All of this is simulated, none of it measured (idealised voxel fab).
The process module presented herein is designated voxel wiring stack.
For reference, the cross-section in this document is cut, with width 230 nm and square cells of 5 nm.
This document writes a cross-section as a grid whose cells are square, and gives it as bands, listed from the top down; one or more rows of cells form a band.
A band entry consists of two parts. The first gives the height of the band's top and the height of its bottom, in nm. The rest lists the band's materials from left to right, each with its width in nm. A single material labelled with the word "everywhere" fills the band from edge to edge, and the word "blank" marks empty space.
Beneath 0, the wafer as received is one material, and that level is where height counting begins. The lowest band goes on downward without a bottom; it is written like "0 -> down".
So if you see something like "30->40" for the width, read it as the top row of the band sitting at the first number and the bottom row at the second, with every row in between moving by the same amount as the last.
When a step is marked "everything unchanged", none of the cells in the cross-section changed during that step.
You'll see "Closed cavity list" listing empty spaces that have no way open to the top, as long as they're 8 cells or more; the notation is width x height at distance, where the distance is from the left edge, and all of it is in nm.
Anything after a step's settings on that line? It's the simulator's own note about the step.
overlay nm: how far to the right of its planned place the mask lay on this masked step (negative: to the left).

## Intended process steps
1 RECEIVE [material Si]
2 CONFORMAL_DEP [material SiO2] [thk nm 10]
3 DIRECTIONAL_DEP [material TiN] [thk nm 5]
4 DIRECTIONAL_DEP [material W] [thk nm 25]
5 MASKED_ETCH [tone cover] [mask id METAL_1] [width nm 25] [pitch nm 40] [etch materials W] [depth nm 25] [overlay nm -15]
6 MASKED_ETCH [tone cover] [mask id METAL_1] [width nm 25] [pitch nm 40] [etch materials TiN] [depth nm 5] [overlay nm 0]
7 CONFORMAL_DEP [material SiCN] [thk nm 5]
8 FILL_DEP [material lowk] [thk nm 10]
9 CMP [height nm 40]
10 CONFORMAL_DEP [material SiCN] [thk nm 5]
11 DIRECTIONAL_DEP [material SiO2] [thk nm 10]
12 PATTERN [tone open] [mask id PLUG_1] [material resist] [width nm 15] [thk nm 20] [overlay nm 0]
13 DIRECTIONAL_ETCH [etch materials SiO2] [depth nm 10]
14 DIRECTIONAL_ETCH [etch materials SiCN] [depth nm 5]
15 STRIP [etch materials resist]
16 CONFORMAL_DEP [material TiN] [thk nm 5]
17 FILL_DEP [material Ru] [thk nm 5]
18 CMP [height nm 55]
19 CONFORMAL_DEP [material SiCN] [thk nm 5]
20 DIRECTIONAL_DEP [material lowk] [thk nm 25]
21 MASKED_ETCH [tone open] [mask id METAL_2] [width nm 25] [pitch nm 40] [etch materials lowk] [depth nm 25] [overlay nm 0]
22 MASKED_ETCH [tone open] [mask id METAL_2] [width nm 25] [pitch nm 40] [etch materials SiCN] [depth nm 5] [overlay nm 0]
23 CONFORMAL_DEP [material TiN] [thk nm 5]
24 FILL_DEP [material Cu] [thk nm 5]
25 CMP [height nm 85]
26 CONFORMAL_DEP [material SiCN] [thk nm 5]
27 DIRECTIONAL_DEP [material lowk] [thk nm 10]
28 MASKED_ETCH [tone open] [mask id PLUG_2] [width nm 15] [etch materials lowk] [depth nm 10] [overlay nm 0]
29 MASKED_ETCH [tone open] [mask id PLUG_2] [width nm 15] [etch materials SiCN] [depth nm 5] [overlay nm 0]
30 CONFORMAL_DEP [material TiN] [thk nm 5]
31 FILL_DEP [material Cu] [thk nm 5]
32 CMP [height nm 100]
33 DIRECTIONAL_DEP [material TiN] [thk nm 5]
34 DIRECTIONAL_DEP [material W] [thk nm 25]
35 DIRECTIONAL_DEP [material aC] [thk nm 10]
36 PATTERN [tone cover] [mask id METAL_3] [material resist] [width nm 25] [pitch nm 40] [thk nm 25] [overlay nm 0]
37 DIRECTIONAL_ETCH [etch materials aC] [depth nm 10]
38 STRIP [etch materials resist]
39 DIRECTIONAL_ETCH [etch materials W] [depth nm 25]
40 DIRECTIONAL_ETCH [etch materials TiN] [depth nm 5]
41 STRIP [etch materials aC]
42 FILL_DEP [material lowk] [thk nm 10]
43 CMP [height nm 130]
44 CONFORMAL_DEP [material SiCN] [thk nm 5]
45 DIRECTIONAL_DEP [material lowk] [thk nm 10]
46 MASKED_ETCH [tone open] [mask id PLUG_3] [width nm 15] [etch materials lowk] [depth nm 10] [overlay nm 0]
47 MASKED_ETCH [tone open] [mask id PLUG_3] [width nm 15] [etch materials SiCN] [depth nm 5] [overlay nm 0]
48 CONFORMAL_DEP [material TiN] [thk nm 5]
49 FILL_DEP [material W] [thk nm 10]
50 CMP [height nm 145]
51 CONFORMAL_DEP [material SiN] [thk nm 5]
52 DIRECTIONAL_DEP [material SiO2] [thk nm 25]
53 MASKED_ETCH [tone open] [mask id METAL_4] [width nm 25] [pitch nm 40] [etch materials SiO2] [depth nm 25] [overlay nm 0]
54 MASKED_ETCH [tone open] [mask id METAL_4] [width nm 25] [pitch nm 40] [etch materials SiN] [depth nm 5] [overlay nm 0]
55 CONFORMAL_DEP [material TiN] [thk nm 5]
56 FILL_DEP [material Ru] [thk nm 10]
57 CMP [height nm 175]
58 EPI [material Ru] [thk nm 5]
59 FILL_DEP [material SiCN] [thk nm 5]
Variable across wafers: step 5 overlay nm (plan value is that of the first wafer; starting state common to all).

## Sectional view: first of several wafers, as received, after step 1
0 -> down = Si everywhere
Closed cavity list: none

## wafer rows; end of module; cells per material since receipt: (+) gained, (-) lost; then closed voids
overlay nm -15; +32 Cu; +46 Ru; +297 SiCN; +36 SiN; +358 SiO2; +107 TiN; +102 W; +724 lowk; Closed cavity list: none
overlay nm -10; +32 Cu; +46 Ru; +298 SiCN; +36 SiN; +358 SiO2; +105 TiN; +102 W; +725 lowk; Closed cavity list: none
overlay nm -5; +32 Cu; +46 Ru; +299 SiCN; +36 SiN; +358 SiO2; +103 TiN; +102 W; +726 lowk; Closed cavity list: none
overlay nm 0; +32 Cu; +46 Ru; +299 SiCN; +36 SiN; +358 SiO2; +101 TiN; +102 W; +728 lowk; Closed cavity list: none
overlay nm 5; +32 Cu; +46 Ru; +299 SiCN; +36 SiN; +358 SiO2; +103 TiN; +102 W; +726 lowk; Closed cavity list: none
overlay nm 10; +32 Cu; +46 Ru; +298 SiCN; +36 SiN; +358 SiO2; +105 TiN; +102 W; +725 lowk; Closed cavity list: none
overlay nm 15; +32 Cu; +46 Ru; +297 SiCN; +36 SiN; +358 SiO2; +107 TiN; +102 W; +724 lowk; Closed cavity list: none
